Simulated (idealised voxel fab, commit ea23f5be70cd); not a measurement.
Module name: voxel lift off (process module)
Square cells of 5 nm make up the cross-section cut, whose width is 225 nm.
A cross-section is a grid of square cells, given in bands from the top down. A band is one or more rows of cells. Top, bottom (nm), then materials left to right with widths (nm); lone material tagged "edge to edge" fills the whole band edge to edge; "blank" = empty space. Counting heights begins at 0, where everything beneath is, in the wafer as received, one material. The lowest band has no bottom; it goes on downwards, as "0 -> down" shows. Top row gets the first number, bottom row gets the second, and each row in between changes by the same step: that is how a band width like "30 to 40" works. Basically "no modifications" means that step didn't change any cell in the cross-section. Enclosed voids: empty space of 8 cells or more with no open way to the top, each as width x height at its distance from the left edge, in nm. On each step's line, the part that comes after the settings is the simulator's own comment on the step. overlay nm: where the mask lay relative to plan, measured to the right, on steps with a mask; negatives go left.

[The steps planned for the process are as follows]
1) RECEIVE (material Si)
2) CONFORMAL_DEP (material Al2O3; thk nm 15)
3) PATTERN (tone open; mask id LINES; material resist; width nm 25; pitch nm 40; thk nm 25; overlay nm 0)
4) DIRECTIONAL_DEP (material Ru; thk nm 5)
5) STRIP (etch materials resist)
6) CONFORMAL_DEP (material SiN; thk nm 5)
Don't read the plan's thk nm for step 4 as applying to every wafer: that's the first wafer's value, and the wafers differ in it, though they all start identical.

[First wafer of several, as received: cross-section after step 1]
- 0 -> down | Si edge to edge
- Enclosed voids: none

[Cross-sectional representation of the first of several wafers at the end of the module, i.e. after its terminal step, step 6]
- 25 -> 20 | blank 75 | SiN 35 | blank 5 | SiN 35 | blank 75
- 20 -> 15 | SiN 80 | Ru 25 | SiN 15 | Ru 25 | SiN 80
- 15 -> 0 | Al2O3 edge to edge
- 0 -> down | Si edge to edge
- Enclosed voids: none

[The last wafer as seen in cross-section at the end of the module]
- 40 -> 35 | blank 75 | SiN 35 | blank 5 | SiN 35 | blank 75
- 35 -> 20 | blank 75 | SiN 5 | Ru 25 | SiN 5 | blank 5 | SiN 5 | Ru 25 | SiN 5 | blank 75
- 20 -> 15 | SiN 80 | Ru 25 | SiN 15 | Ru 25 | SiN 80
- 15 -> 0 | Al2O3 edge to edge
- 0 -> down | Si edge to edge
- Enclosed voids: none

[The table below has one row for each wafer; a row shows, as of the end of the module, how many cells of each material the wafer has gained, marked (+), or lost, marked (-), since it was received, and then the wafer's closed voids]
thk nm 5 | +135 Al2O3 | +10 Ru | +49 SiN | Enclosed voids: none
thk nm 10 | +135 Al2O3 | +20 Ru | +53 SiN | Enclosed voids: none
thk nm 15 | +135 Al2O3 | +30 Ru | +57 SiN | Enclosed voids: none
thk nm 20 | +135 Al2O3 | +40 Ru | +61 SiN | Enclosed voids: none
